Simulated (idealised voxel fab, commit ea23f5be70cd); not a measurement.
The document below concerns the process module designated voxel self aligned contacts.
The figure presents cross-section cut, which has a width of 255 nm and is divided into square cells with an edge length of 5 nm.
A cross-section is written here as square cells arranged in a grid, and it is given in bands from the top down, each band taking up one or more rows of cells.
Read a band's entry like this: the first values are the height of its top and the height of its bottom in nm, and what follows is the sequence of materials from left to right, each with its width in nm. Note that "empty" is empty space, and that a single material marked "edge to edge" reaches across the band from edge to edge.
Height reference: 0 = level under which incoming wafer is all one material. Lowest band: no bottom, runs on downward, e.g. "0 -> down".
Width spec "30..40" -> top row of cells at first value, bottom row at second value, equal per-row change in between.
It should be understood that the words "remains unaltered", when stated for a given step, signify that the cross-section underwent no change in any of its cells during that step.
For the entry "Completely sealed voids", the listed items are empty spaces with no open way to the top whose size is 8 cells or more; each item follows the pattern width x height at distance, where distance is from the left edge and all three are in nm.
Whatever follows a step's settings on its line is a remark the simulator itself makes about that step.
"overlay nm" on a masked step: distance the mask lay right of its planned place, negative for left.
What follows is a series of pairs. Each pair shows a cross-section before one process step and the cross-section after it, and the after view is drawn only down to the lowest band that changed. Beneath each pair is the step that lies between the two, with its settings. Pairs may come from different runs of this module on the same starting wafer, so a pair continues from the one above it only where its entry headed "Ahead of processing" says so.
Ahead of processing:
	0 -> down  Si edge to edge
	Completely sealed voids: none
Result of Step:
	0 -> -5  SiO2 edge to edge
	All layers under -5 are left as they were.
	Completely sealed voids: none
Which operation links the two cross-sections above? op OXIDIZE | depth nm 5
Ahead of processing: nothing new to draw here, it's the after view of the pair just above.
Result of Step:
	20 -> 0  polySi edge to edge
	All layers under 0 are left as they were.
	Completely sealed voids: none
Which operation links the two cross-sections above? op DIRECTIONAL_DEP | material polySi | thk nm 20
Ahead of processing: nothing new to draw here, it's the after view of the pair just above.
Result of Step:
	45 -> 20  SiN edge to edge
	All layers under 20 are left as they were.
	Completely sealed voids: none
Which operation links the two cross-sections above? op DIRECTIONAL_DEP | material SiN | thk nm 25
Ahead of processing: nothing new to draw here, it's the after view of the pair just above.
Result of Step:
	55 -> 45  aC edge to edge
	All layers under 45 are left as they were.
	Completely sealed voids: none
Which operation links the two cross-sections above? op DIRECTIONAL_DEP | material aC | thk nm 10
Ahead of processing: nothing new to draw here, it's the after view of the pair just above.
Result of Step:
	80 -> 55  80 of empty; 30 of resist; 35 of empty; 30 of resist; 80 of empty
	All layers under 55 are left as they were.
	Completely sealed voids: none
Which operation links the two cross-sections above? op PATTERN | tone cover | mask id GATE | material resist | width nm 30 | pitch nm 65 | thk nm 25 | overlay nm 0
Ahead of processing: nothing new to draw here, it's the after view of the pair just above.
Result of Step:
	70 -> 55  80 of empty; 30 of resist; 35 of empty; 30 of resist; 80 of empty
	55 -> 45  80 of empty; 30 of aC; 35 of empty; 30 of aC; 80 of empty
	All layers under 45 are left as they were.
	Completely sealed voids: none
Which operation links the two cross-sections above? op DIRECTIONAL_ETCH | etch materials aC | depth nm 10
Ahead of processing: nothing new to draw here, it's the after view of the pair just above.
Result of Step:
	55 -> 45  80 of empty; 30 of aC; 35 of empty; 30 of aC; 80 of empty
	All layers under 45 are left as they were.
	Completely sealed voids: none
Which operation links the two cross-sections above? op STRIP | etch materials resist
Ahead of processing: nothing new to draw here, it's the after view of the pair just above.
Result of Step:
	55 -> 45  80 of empty; 30 of aC; 35 of empty; 30 of aC; 80 of empty
	45 -> 20  80 of empty; 30 of SiN; 35 of empty; 30 of SiN; 80 of empty
	All layers under 20 are left as they were.
	Completely sealed voids: none
Which operation links the two cross-sections above? op DIRECTIONAL_ETCH | etch materials SiN | depth nm 25
Ahead of processing: nothing new to draw here, it's the after view of the pair just above.
Result of Step:
	55 -> 45  80 of empty; 30 of aC; 35 of empty; 30 of aC; 80 of empty
	45 -> 20  80 of empty; 30 of SiN; 35 of empty; 30 of SiN; 80 of empty
	20 -> 0  80 of empty; 30 of polySi; 35 of empty; 30 of polySi; 80 of empty
	All layers under 0 are left as they were.
	Completely sealed voids: none
Which operation links the two cross-sections above? op DIRECTIONAL_ETCH | etch materials polySi | depth nm 20
Ahead of processing: nothing new to draw here, it's the after view of the pair just above.
Result of Step:
	45 -> 20  80 of empty; 30 of SiN; 35 of empty; 30 of SiN; 80 of empty
	All layers under 20 are left as they were.
	Completely sealed voids: none
Which operation links the two cross-sections above? op STRIP | etch materials aC
Ahead of processing: nothing new to draw here, it's the after view of the pair just above.
Result of Step:
	55 -> 20  70 of empty; 50 of SiN; 15 of empty; 50 of SiN; 70 of empty
	20 -> 10  70 of empty; 10 of SiN; 30 of polySi; 10 of SiN; 15 of empty; 10 of SiN; 30 of polySi; 10 of SiN; 70 of empty
	10 -> 0  80 of SiN; 30 of polySi; 35 of SiN; 30 of polySi; 80 of SiN
	All layers under 0 are left as they were.
	Completely sealed voids: none
Which operation links the two cross-sections above? op CONFORMAL_DEP | material SiN | thk nm 10
Ahead of processing: nothing new to draw here, it's the after view of the pair just above.
Result of Step:
	45 -> 20  70 of empty; 50 of SiN; 15 of empty; 50 of SiN; 70 of empty
	20 -> 0  70 of empty; 10 of SiN; 30 of polySi; 10 of SiN; 15 of empty; 10 of SiN; 30 of polySi; 10 of SiN; 70 of empty
	All layers under 0 are left as they were.
	Completely sealed voids: none
Which operation links the two cross-sections above? op DIRECTIONAL_ETCH | etch materials SiN | depth nm 10
Ahead of processing: nothing new to draw here, it's the after view of the pair just above.
Result of Step:
	55 -> 45  SiO2 edge to edge
	45 -> 20  70 of SiO2; 50 of SiN; 15 of SiO2; 50 of SiN; 70 of SiO2
	20 -> 0  70 of SiO2; 10 of SiN; 30 of polySi; 10 of SiN; 15 of SiO2; 10 of SiN; 30 of polySi; 10 of SiN; 70 of SiO2
	All layers under 0 are left as they were.
	Completely sealed voids: none
Which operation links the two cross-sections above? op FILL_DEP | material SiO2 | thk nm 10
Ahead of processing: nothing new to draw here, it's the after view of the pair just above.
Result of Step:
	50 -> 45  SiO2 edge to edge
	All layers under 45 are left as they were.
	Completely sealed voids: none
Which operation links the two cross-sections above? op CMP | height nm 50
Ahead of processing: nothing new to draw here, it's the after view of the pair just above.
Result of Step:
	50 -> 45  105 of SiO2; 45 of empty; 105 of SiO2
	45 -> 20  70 of SiO2; 50 of SiN; 15 of empty; 50 of SiN; 70 of SiO2
	20 -> 0  70 of SiO2; 10 of SiN; 30 of polySi; 10 of SiN; 15 of empty; 10 of SiN; 30 of polySi; 10 of SiN; 70 of SiO2
	0 -> -5  120 of SiO2; 15 of empty; 120 of SiO2
	All layers under -5 are left as they were.
	Completely sealed voids: none
Which operation links the two cross-sections above? op MASKED_ETCH | tone open | mask id CONTACT | width nm 45 | etch materials SiO2 | depth nm 55 | overlay nm 0
Ahead of processing: nothing new to draw here, it's the after view of the pair just above.
Result of Step:
	55 -> 50  110 of TiN; 35 of empty; 110 of TiN
	50 -> 45  105 of SiO2; 20 of TiN; 5 of empty; 20 of TiN; 105 of SiO2
	45 -> 20  70 of SiO2; 50 of SiN; 5 of TiN; 5 of empty; 5 of TiN; 50 of SiN; 70 of SiO2
	20 -> 0  70 of SiO2; 10 of SiN; 30 of polySi; 10 of SiN; 5 of TiN; 5 of empty; 5 of TiN; 10 of SiN; 30 of polySi; 10 of SiN; 70 of SiO2
	0 -> -5  120 of SiO2; 15 of TiN; 120 of SiO2
	All layers under -5 are left as they were.
	Completely sealed voids: none
Which operation links the two cross-sections above? op CONFORMAL_DEP | material TiN | thk nm 5
Ahead of processing: nothing new to draw here, it's the after view of the pair just above.
Result of Step:
	60 -> 55  Ru edge to edge
	55 -> 50  110 of TiN; 35 of Ru; 110 of TiN
	50 -> 45  105 of SiO2; 20 of TiN; 5 of Ru; 20 of TiN; 105 of SiO2
	45 -> 20  70 of SiO2; 50 of SiN; 5 of TiN; 5 of Ru; 5 of TiN; 50 of SiN; 70 of SiO2
	20 -> 0  70 of SiO2; 10 of SiN; 30 of polySi; 10 of SiN; 5 of TiN; 5 of Ru; 5 of TiN; 10 of SiN; 30 of polySi; 10 of SiN; 70 of SiO2
	All layers under 0 are left as they were.
	Completely sealed voids: none
Which operation links the two cross-sections above? op FILL_DEP | material Ru | thk nm 5
Ahead of processing: nothing new to draw here, it's the after view of the pair just above.
Result of Step:
	50 -> 45  105 of SiO2; 20 of TiN; 5 of Ru; 20 of TiN; 105 of SiO2
	All layers under 45 are left as they were.
	Completely sealed voids: none
Which operation links the two cross-sections above? op CMP | height nm 50
Ahead of processing: nothing new to draw here, it's the after view of the pair just above.
Result of Step:
	55 -> 50  SiCN edge to edge
	All layers under 50 are left as they were.
	Completely sealed voids: none
Which operation links the two cross-sections above? op CONFORMAL_DEP | material SiCN | thk nm 5
Ahead of processing:
	0 -> down  Si edge to edge
	Completely sealed voids: none
Result of Step:
	20 -> 0  polySi edge to edge
	All layers under 0 are left as they were.
	Completely sealed voids: none
Which operation links the two cross-sections above? op DIRECTIONAL_DEP | material polySi | thk nm 20
Ahead of processing: nothing new to draw here, it's the after view of the pair just above.
Result of Step:
	45 -> 20  SiN edge to edge
	All layers under 20 are left as they were.
	Completely sealed voids: none
Which operation links the two cross-sections above? op DIRECTIONAL_DEP | material SiN | thk nm 25
Ahead of processing: nothing new to draw here, it's the after view of the pair just above.
Result of Step:
	55 -> 45  aC edge to edge
	All layers under 45 are left as they were.
	Completely sealed voids: none
Which operation links the two cross-sections above? op DIRECTIONAL_DEP | material aC | thk nm 10
Ahead of processing: nothing new to draw here, it's the after view of the pair just above.
Result of Step:
	80 -> 55  80 of empty; 30 of resist; 35 of empty; 30 of resist; 80 of empty
	All layers under 55 are left as they were.
	Completely sealed voids: none
Which operation links the two cross-sections above? op PATTERN | tone cover | mask id GATE | material resist | width nm 30 | pitch nm 65 | thk nm 25 | overlay nm 0
Ahead of processing: nothing new to draw here, it's the after view of the pair just above.
Result of Step:
	70 -> 55  80 of empty; 30 of resist; 35 of empty; 30 of resist; 80 of empty
	55 -> 45  80 of empty; 30 of aC; 35 of empty; 30 of aC; 80 of empty
	All layers under 45 are left as they were.
	Completely sealed voids: none
Which operation links the two cross-sections above? op DIRECTIONAL_ETCH | etch materials aC | depth nm 10
Ahead of processing: nothing new to draw here, it's the after view of the pair just above.
Result of Step:
	55 -> 45  80 of empty; 30 of aC; 35 of empty; 30 of aC; 80 of empty
	All layers under 45 are left as they were.
	Completely sealed voids: none
Which operation links the two cross-sections above? op STRIP | etch materials resist
Ahead of processing: nothing new to draw here, it's the after view of the pair just above.
Result of Step:
	55 -> 45  80 of empty; 30 of aC; 35 of empty; 30 of aC; 80 of empty
	45 -> 20  80 of empty; 30 of SiN; 35 of empty; 30 of SiN; 80 of empty
	All layers under 20 are left as they were.
	Completely sealed voids: none
Which operation links the two cross-sections above? op DIRECTIONAL_ETCH | etch materials SiN | depth nm 25
Ahead of processing: nothing new to draw here, it's the after view of the pair just above.
Result of Step:
	55 -> 45  80 of empty; 30 of aC; 35 of empty; 30 of aC; 80 of empty
	45 -> 20  80 of empty; 30 of SiN; 35 of empty; 30 of SiN; 80 of empty
	20 -> 0  80 of empty; 30 of polySi; 35 of empty; 30 of polySi; 80 of empty
	All layers under 0 are left as they were.
	Completely sealed voids: none
Which operation links the two cross-sections above? op DIRECTIONAL_ETCH | etch materials polySi | depth nm 20
Ahead of processing: nothing new to draw here, it's the after view of the pair just above.
Result of Step:
	45 -> 20  80 of empty; 30 of SiN; 35 of empty; 30 of SiN; 80 of empty
	All layers under 20 are left as they were.
	Completely sealed voids: none
Which operation links the two cross-sections above? op STRIP | etch materials aC
Ahead of processing: nothing new to draw here, it's the after view of the pair just above.
Result of Step:
	55 -> 20  70 of empty; 50 of SiN; 15 of empty; 50 of SiN; 70 of empty
	20 -> 10  70 of empty; 10 of SiN; 30 of polySi; 10 of SiN; 15 of empty; 10 of SiN; 30 of polySi; 10 of SiN; 70 of empty
	10 -> 0  80 of SiN; 30 of polySi; 35 of SiN; 30 of polySi; 80 of SiN
	All layers under 0 are left as they were.
	Completely sealed voids: none
Which operation links the two cross-sections above? op CONFORMAL_DEP | material SiN | thk nm 10
Ahead of processing: nothing new to draw here, it's the after view of the pair just above.
Result of Step:
	45 -> 20  70 of empty; 50 of SiN; 15 of empty; 50 of SiN; 70 of empty
	20 -> 0  70 of empty; 10 of SiN; 30 of polySi; 10 of SiN; 15 of empty; 10 of SiN; 30 of polySi; 10 of SiN; 70 of empty
	All layers under 0 are left as they were.
	Completely sealed voids: none
Which operation links the two cross-sections above? op DIRECTIONAL_ETCH | etch materials SiN | depth nm 10
Ahead of processing: nothing new to draw here, it's the after view of the pair just above.
Result of Step:
	55 -> 45  SiO2 edge to edge
	45 -> 20  70 of SiO2; 50 of SiN; 15 of SiO2; 50 of SiN; 70 of SiO2
	20 -> 0  70 of SiO2; 10 of SiN; 30 of polySi; 10 of SiN; 15 of SiO2; 10 of SiN; 30 of polySi; 10 of SiN; 70 of SiO2
	All layers under 0 are left as they were.
	Completely sealed voids: none
Which operation links the two cross-sections above? op FILL_DEP | material SiO2 | thk nm 10
Ahead of processing: nothing new to draw here, it's the after view of the pair just above.
Result of Step:
	50 -> 45  SiO2 edge to edge
	All layers under 45 are left as they were.
	Completely sealed voids: none
Which operation links the two cross-sections above? op CMP | height nm 50
Ahead of processing: nothing new to draw here, it's the after view of the pair just above.
Result of Step:
	50 -> 45  105 of SiO2; 45 of empty; 105 of SiO2
	45 -> 20  70 of SiO2; 50 of SiN; 15 of empty; 50 of SiN; 70 of SiO2
	20 -> 0  70 of SiO2; 10 of SiN; 30 of polySi; 10 of SiN; 15 of empty; 10 of SiN; 30 of polySi; 10 of SiN; 70 of SiO2
	All layers under 0 are left as they were.
	Completely sealed voids: none
Which operation links the two cross-sections above? op MASKED_ETCH | tone open | mask id CONTACT | width nm 45 | etch materials SiO2 | depth nm 55 | overlay nm 0
Ahead of processing: nothing new to draw here, it's the after view of the pair just above.
Result of Step:
	55 -> 50  110 of TiN; 35 of empty; 110 of TiN
	50 -> 45  105 of SiO2; 20 of TiN; 5 of empty; 20 of TiN; 105 of SiO2
	45 -> 20  70 of SiO2; 50 of SiN; 5 of TiN; 5 of empty; 5 of TiN; 50 of SiN; 70 of SiO2
	20 -> 5  70 of SiO2; 10 of SiN; 30 of polySi; 10 of SiN; 5 of TiN; 5 of empty; 5 of TiN; 10 of SiN; 30 of polySi; 10 of SiN; 70 of SiO2
	5 -> 0  70 of SiO2; 10 of SiN; 30 of polySi; 10 of SiN; 15 of TiN; 10 of SiN; 30 of polySi; 10 of SiN; 70 of SiO2
	All layers under 0 are left as they were.
	Completely sealed voids: none
Which operation links the two cross-sections above? op CONFORMAL_DEP | material TiN | thk nm 5
Ahead of processing: nothing new to draw here, it's the after view of the pair just above.
Result of Step:
	60 -> 55  Ru edge to edge
	55 -> 50  110 of TiN; 35 of Ru; 110 of TiN
	50 -> 45  105 of SiO2; 20 of TiN; 5 of Ru; 20 of TiN; 105 of SiO2
	45 -> 20  70 of SiO2; 50 of SiN; 5 of TiN; 5 of Ru; 5 of TiN; 50 of SiN; 70 of SiO2
	20 -> 5  70 of SiO2; 10 of SiN; 30 of polySi; 10 of SiN; 5 of TiN; 5 of Ru; 5 of TiN; 10 of SiN; 30 of polySi; 10 of SiN; 70 of SiO2
	All layers under 5 are left as they were.
	Completely sealed voids: none
Which operation links the two cross-sections above? op FILL_DEP | material Ru | thk nm 5
Ahead of processing: nothing new to draw here, it's the after view of the pair just above.
Result of Step:
	50 -> 45  105 of SiO2; 20 of TiN; 5 of Ru; 20 of TiN; 105 of SiO2
	All layers under 45 are left as they were.
	Completely sealed voids: none
Which operation links the two cross-sections above? op CMP | height nm 50
Ahead of processing: nothing new to draw here, it's the after view of the pair just above.
Result of Step:
	55 -> 50  SiCN edge to edge
	All layers under 50 are left as they were.
	Completely sealed voids: none
Which operation links the two cross-sections above? op CONFORMAL_DEP | material SiCN | thk nm 5
Ahead of processing:
	45 -> 20  SiN edge to edge
	20 -> 0  polySi edge to edge
	0 -> -5  SiO2 edge to edge
	-5 -> down  Si edge to edge
	Completely sealed voids: none
Result of Step:
	70 -> 20  SiN edge to edge
	All layers under 20 are left as they were.
	Completely sealed voids: none
Which operation links the two cross-sections above? op DIRECTIONAL_DEP | material SiN | thk nm 25
Ahead of processing: nothing new to draw here, it's the after view of the pair just above.
Result of Step:
	80 -> 70  aC edge to edge
	All layers under 70 are left as they were.
	Completely sealed voids: none
Which operation links the two cross-sections above? op DIRECTIONAL_DEP | material aC | thk nm 10
Ahead of processing: nothing new to draw here, it's the after view of the pair just above.
Result of Step:
	105 -> 80  80 of empty; 30 of resist; 35 of empty; 30 of resist; 80 of empty
	All layers under 80 are left as they were.
	Completely sealed voids: none
Which operation links the two cross-sections above? op PATTERN | tone cover | mask id GATE | material resist | width nm 30 | pitch nm 65 | thk nm 25 | overlay nm 0
Ahead of processing: nothing new to draw here, it's the after view of the pair just above.
Result of Step:
	95 -> 80  80 of empty; 30 of resist; 35 of empty; 30 of resist; 80 of empty
	80 -> 70  80 of empty; 30 of aC; 35 of empty; 30 of aC; 80 of empty
	All layers under 70 are left as they were.
	Completely sealed voids: none
Which operation links the two cross-sections above? op DIRECTIONAL_ETCH | etch materials aC | depth nm 10
Ahead of processing: nothing new to draw here, it's the after view of the pair just above.
Result of Step:
	80 -> 70  80 of empty; 30 of aC; 35 of empty; 30 of aC; 80 of empty
	All layers under 70 are left as they were.
	Completely sealed voids: none
Which operation links the two cross-sections above? op STRIP | etch materials resist
Ahead of processing: nothing new to draw here, it's the after view of the pair just above.
Result of Step:
	80 -> 70  80 of empty; 30 of aC; 35 of empty; 30 of aC; 80 of empty
	70 -> 45  80 of empty; 30 of SiN; 35 of empty; 30 of SiN; 80 of empty
	All layers under 45 are left as they were.
	Completely sealed voids: none
Which operation links the two cross-sections above? op DIRECTIONAL_ETCH | etch materials SiN | depth nm 25
Ahead of processing: nothing new to draw here, it's the after view of the pair just above.
Result of Step:
	70 -> 45  80 of empty; 30 of SiN; 35 of empty; 30 of SiN; 80 of empty
	All layers under 45 are left as they were.
	Completely sealed voids: none
Which operation links the two cross-sections above? op STRIP | etch materials aC
Ahead of processing: nothing new to draw here, it's the after view of the pair just above.
Result of Step:
	80 -> 55  70 of empty; 50 of SiN; 15 of empty; 50 of SiN; 70 of empty
	55 -> 20  SiN edge to edge
	All layers under 20 are left as they were.
	Completely sealed voids: none
Which operation links the two cross-sections above? op CONFORMAL_DEP | material SiN | thk nm 10
Ahead of processing: nothing new to draw here, it's the after view of the pair just above.
Result of Step:
	70 -> 45  70 of empty; 50 of SiN; 15 of empty; 50 of SiN; 70 of empty
	All layers under 45 are left as they were.
	Completely sealed voids: none
Which operation links the two cross-sections above? op DIRECTIONAL_ETCH | etch materials SiN | depth nm 10
Ahead of processing: nothing new to draw here, it's the after view of the pair just above.
Result of Step:
	80 -> 70  SiO2 edge to edge
	70 -> 45  70 of SiO2; 50 of SiN; 15 of SiO2; 50 of SiN; 70 of SiO2
	All layers under 45 are left as they were.
	Completely sealed voids: none
Which operation links the two cross-sections above? op FILL_DEP | material SiO2 | thk nm 10
Ahead of processing: nothing new to draw here, it's the after view of the pair just above.
Result of Step:
	50 -> 45  70 of SiO2; 50 of SiN; 15 of SiO2; 50 of SiN; 70 of SiO2
	All layers under 45 are left as they were.
	Completely sealed voids: none
Which operation links the two cross-sections above? op CMP | height nm 50
Ahead of processing: nothing new to draw here, it's the after view of the pair just above.
Result of Step:
	50 -> 45  70 of SiO2; 50 of SiN; 15 of empty; 50 of SiN; 70 of SiO2
	All layers under 45 are left as they were.
	Completely sealed voids: none
Which operation links the two cross-sections above? op MASKED_ETCH | tone open | mask id CONTACT | width nm 45 | etch materials SiO2 | depth nm 55 | overlay nm 0
Ahead of processing: nothing new to draw here, it's the after view of the pair just above.
Result of Step:
	55 -> 50  125 of TiN; 5 of empty; 125 of TiN
	50 -> 45  70 of SiO2; 50 of SiN; 15 of TiN; 50 of SiN; 70 of SiO2
	All layers under 45 are left as they were.
	Completely sealed voids: none
Which operation links the two cross-sections above? op CONFORMAL_DEP | material TiN | thk nm 5
Ahead of processing: nothing new to draw here, it's the after view of the pair just above.
Result of Step:
	60 -> 55  Ru edge to edge
	55 -> 50  125 of TiN; 5 of Ru; 125 of TiN
	All layers under 50 are left as they were.
	Completely sealed voids: none
Which operation links the two cross-sections above? op FILL_DEP | material Ru | thk nm 5
Ahead of processing: nothing new to draw here, it's the after view of the pair just above.
Result of Step:
	50 -> 45  70 of SiO2; 50 of SiN; 15 of TiN; 50 of SiN; 70 of SiO2
	All layers under 45 are left as they were.
	Completely sealed voids: none
Which operation links the two cross-sections above? op CMP | height nm 50
Ahead of processing: nothing new to draw here, it's the after view of the pair just above.
Result of Step:
	55 -> 50  SiCN edge to edge
	All layers under 50 are left as they were.
	Completely sealed voids: none
Which operation links the two cross-sections above? op CONFORMAL_DEP | material SiCN | thk nm 5
Ahead of processing:
	45 -> 20  80 of empty; 30 of SiN; 35 of empty; 30 of SiN; 80 of empty
	20 -> 0  80 of empty; 30 of polySi; 35 of empty; 30 of polySi; 80 of empty
	0 -> -5  SiO2 edge to edge
	-5 -> down  Si edge to edge
	Completely sealed voids: none
Result of Step:
	35 -> 20  80 of empty; 30 of SiN; 35 of empty; 30 of SiN; 80 of empty
	All layers under 20 are left as they were.
	Completely sealed voids: none
Which operation links the two cross-sections above? op DIRECTIONAL_ETCH | etch materials SiN | depth nm 10
Ahead of processing: nothing new to draw here, it's the after view of the pair just above.
Result of Step:
	45 -> 20  70 of empty; 50 of SiN; 15 of empty; 50 of SiN; 70 of empty
	20 -> 10  70 of empty; 10 of SiN; 30 of polySi; 10 of SiN; 15 of empty; 10 of SiN; 30 of polySi; 10 of SiN; 70 of empty
	10 -> 0  80 of SiN; 30 of polySi; 35 of SiN; 30 of polySi; 80 of SiN
	All layers under 0 are left as they were.
	Completely sealed voids: none
Which operation links the two cross-sections above? op CONFORMAL_DEP | material SiN | thk nm 10
Ahead of processing: nothing new to draw here, it's the after view of the pair just above.
Result of Step:
	55 -> 45  SiO2 edge to edge
	45 -> 20  70 of SiO2; 50 of SiN; 15 of SiO2; 50 of SiN; 70 of SiO2
	20 -> 10  70 of SiO2; 10 of SiN; 30 of polySi; 10 of SiN; 15 of SiO2; 10 of SiN; 30 of polySi; 10 of SiN; 70 of SiO2
	All layers under 10 are left as they were.
	Completely sealed voids: none
Which operation links the two cross-sections above? op FILL_DEP | material SiO2 | thk nm 10
Ahead of processing: nothing new to draw here, it's the after view of the pair just above.
Result of Step:
	50 -> 45  SiO2 edge to edge
	All layers under 45 are left as they were.
	Completely sealed voids: none
Which operation links the two cross-sections above? op CMP | height nm 50
Ahead of processing: nothing new to draw here, it's the after view of the pair just above.
Result of Step:
	50 -> 45  105 of SiO2; 45 of empty; 105 of SiO2
	45 -> 20  70 of SiO2; 50 of SiN; 15 of empty; 50 of SiN; 70 of SiO2
	20 -> 10  70 of SiO2; 10 of SiN; 30 of polySi; 10 of SiN; 15 of empty; 10 of SiN; 30 of polySi; 10 of SiN; 70 of SiO2
	All layers under 10 are left as they were.
	Completely sealed voids: none
Which operation links the two cross-sections above? op MASKED_ETCH | tone open | mask id CONTACT | width nm 45 | etch materials SiO2 | depth nm 55 | overlay nm 0
Ahead of processing: nothing new to draw here, it's the after view of the pair just above.
Result of Step:
	55 -> 50  110 of TiN; 35 of empty; 110 of TiN
	50 -> 45  105 of SiO2; 20 of TiN; 5 of empty; 20 of TiN; 105 of SiO2
	45 -> 20  70 of SiO2; 50 of SiN; 5 of TiN; 5 of empty; 5 of TiN; 50 of SiN; 70 of SiO2
	20 -> 15  70 of SiO2; 10 of SiN; 30 of polySi; 10 of SiN; 5 of TiN; 5 of empty; 5 of TiN; 10 of SiN; 30 of polySi; 10 of SiN; 70 of SiO2
	15 -> 10  70 of SiO2; 10 of SiN; 30 of polySi; 10 of SiN; 15 of TiN; 10 of SiN; 30 of polySi; 10 of SiN; 70 of SiO2
	All layers under 10 are left as they were.
	Completely sealed voids: none
Which operation links the two cross-sections above? op CONFORMAL_DEP | material TiN | thk nm 5
Ahead of processing: nothing new to draw here, it's the after view of the pair just above.
Result of Step:
	60 -> 55  Ru edge to edge
	55 -> 50  110 of TiN; 35 of Ru; 110 of TiN
	50 -> 45  105 of SiO2; 20 of TiN; 5 of Ru; 20 of TiN; 105 of SiO2
	45 -> 20  70 of SiO2; 50 of SiN; 5 of TiN; 5 of Ru; 5 of TiN; 50 of SiN; 70 of SiO2
	20 -> 15  70 of SiO2; 10 of SiN; 30 of polySi; 10 of SiN; 5 of TiN; 5 of Ru; 5 of TiN; 10 of SiN; 30 of polySi; 10 of SiN; 70 of SiO2
	All layers under 15 are left as they were.
	Completely sealed voids: none
Which operation links the two cross-sections above? op FILL_DEP | material Ru | thk nm 5
Ahead of processing: nothing new to draw here, it's the after view of the pair just above.
Result of Step:
	50 -> 45  105 of SiO2; 20 of TiN; 5 of Ru; 20 of TiN; 105 of SiO2
	All layers under 45 are left as they were.
	Completely sealed voids: none
Which operation links the two cross-sections above? op CMP | height nm 50
Ahead of processing: nothing new to draw here, it's the after view of the pair just above.
Result of Step:
	55 -> 50  SiCN edge to edge
	All layers under 50 are left as they were.
	Completely sealed voids: none
Which operation links the two cross-sections above? op CONFORMAL_DEP | material SiCN | thk nm 5
Ahead of processing:
	55 -> 20  70 of empty; 50 of SiN; 15 of empty; 50 of SiN; 70 of empty
	20 -> 10  70 of empty; 10 of SiN; 30 of polySi; 10 of SiN; 15 of empty; 10 of SiN; 30 of polySi; 10 of SiN; 70 of empty
	10 -> 0  80 of SiN; 30 of polySi; 35 of SiN; 30 of polySi; 80 of SiN
	0 -> -5  SiO2 edge to edge
	-5 -> down  Si edge to edge
	Completely sealed voids: none
Result of Step:
	50 -> 20  70 of empty; 50 of SiN; 15 of empty; 50 of SiN; 70 of empty
	20 -> 5  70 of empty; 10 of SiN; 30 of polySi; 10 of SiN; 15 of empty; 10 of SiN; 30 of polySi; 10 of SiN; 70 of empty
	All layers under 5 are left as they were.
	Completely sealed voids: none
Which operation links the two cross-sections above? op DIRECTIONAL_ETCH | etch materials SiN | depth nm 5
Ahead of processing: nothing new to draw here, it's the after view of the pair just above.
Result of Step:
	60 -> 50  SiO2 edge to edge
	50 -> 20  70 of SiO2; 50 of SiN; 15 of SiO2; 50 of SiN; 70 of SiO2
	20 -> 5  70 of SiO2; 10 of SiN; 30 of polySi; 10 of SiN; 15 of SiO2; 10 of SiN; 30 of polySi; 10 of SiN; 70 of SiO2
	All layers under 5 are left as they were.
	Completely sealed voids: none
Which operation links the two cross-sections above? op FILL_DEP | material SiO2 | thk nm 10
Ahead of processing: nothing new to draw here, it's the after view of the pair just above.
Result of Step:
	50 -> 20  70 of SiO2; 50 of SiN; 15 of SiO2; 50 of SiN; 70 of SiO2
	All layers under 20 are left as they were.
	Completely sealed voids: none
Which operation links the two cross-sections above? op CMP | height nm 50
Ahead of processing: nothing new to draw here, it's the after view of the pair just above.
Result of Step:
	50 -> 20  70 of SiO2; 50 of SiN; 15 of empty; 50 of SiN; 70 of SiO2
	20 -> 5  70 of SiO2; 10 of SiN; 30 of polySi; 10 of SiN; 15 of empty; 10 of SiN; 30 of polySi; 10 of SiN; 70 of SiO2
	All layers under 5 are left as they were.
	Completely sealed voids: none
Which operation links the two cross-sections above? op MASKED_ETCH | tone open | mask id CONTACT | width nm 45 | etch materials SiO2 | depth nm 55 | overlay nm 0
Ahead of processing: nothing new to draw here, it's the after view of the pair just above.
Result of Step:
	55 -> 50  125 of TiN; 5 of empty; 125 of TiN
	50 -> 20  70 of SiO2; 50 of SiN; 5 of TiN; 5 of empty; 5 of TiN; 50 of SiN; 70 of SiO2
	20 -> 10  70 of SiO2; 10 of SiN; 30 of polySi; 10 of SiN; 5 of TiN; 5 of empty; 5 of TiN; 10 of SiN; 30 of polySi; 10 of SiN; 70 of SiO2
	10 -> 5  70 of SiO2; 10 of SiN; 30 of polySi; 10 of SiN; 15 of TiN; 10 of SiN; 30 of polySi; 10 of SiN; 70 of SiO2
	All layers under 5 are left as they were.
	Completely sealed voids: none
Which operation links the two cross-sections above? op CONFORMAL_DEP | material TiN | thk nm 5
Ahead of processing: nothing new to draw here, it's the after view of the pair just above.
Result of Step:
	60 -> 55  Ru edge to edge
	55 -> 50  125 of TiN; 5 of Ru; 125 of TiN
	50 -> 20  70 of SiO2; 50 of SiN; 5 of TiN; 5 of Ru; 5 of TiN; 50 of SiN; 70 of SiO2
	20 -> 10  70 of SiO2; 10 of SiN; 30 of polySi; 10 of SiN; 5 of TiN; 5 of Ru; 5 of TiN; 10 of SiN; 30 of polySi; 10 of SiN; 70 of SiO2
	All layers under 10 are left as they were.
	Completely sealed voids: none
Which operation links the two cross-sections above? op FILL_DEP | material Ru | thk nm 5
Ahead of processing: nothing new to draw here, it's the after view of the pair just above.
Result of Step:
	50 -> 20  70 of SiO2; 50 of SiN; 5 of TiN; 5 of Ru; 5 of TiN; 50 of SiN; 70 of SiO2
	All layers under 20 are left as they were.
	Completely sealed voids: none
Which operation links the two cross-sections above? op CMP | height nm 50
Ahead of processing: nothing new to draw here, it's the after view of the pair just above.
Result of Step:
	55 -> 50  SiCN edge to edge
	All layers under 50 are left as they were.
	Completely sealed voids: none
Which operation links the two cross-sections above? op CONFORMAL_DEP | material SiCN | thk nm 5
Ahead of processing:
	55 -> 45  aC edge to edge
	45 -> 20  SiN edge to edge
	20 -> 0  polySi edge to edge
	0 -> -5  SiO2 edge to edge
	-5 -> down  Si edge to edge
	Completely sealed voids: none
Result of Step:
	80 -> 55  80 of empty; 35 of resist; 30 of empty; 35 of resist; 75 of empty
	All layers under 55 are left as they were.
	Completely sealed voids: none
Which operation links the two cross-sections above? op PATTERN | tone cover | mask id GATE | material resist | width nm 35 | pitch nm 65 | thk nm 25 | overlay nm 0
Ahead of processing: nothing new to draw here, it's the after view of the pair just above.
Result of Step:
	70 -> 55  80 of empty; 35 of resist; 30 of empty; 35 of resist; 75 of empty
	55 -> 45  80 of empty; 35 of aC; 30 of empty; 35 of aC; 75 of empty
	All layers under 45 are left as they were.
	Completely sealed voids: none
Which operation links the two cross-sections above? op DIRECTIONAL_ETCH | etch materials aC | depth nm 10
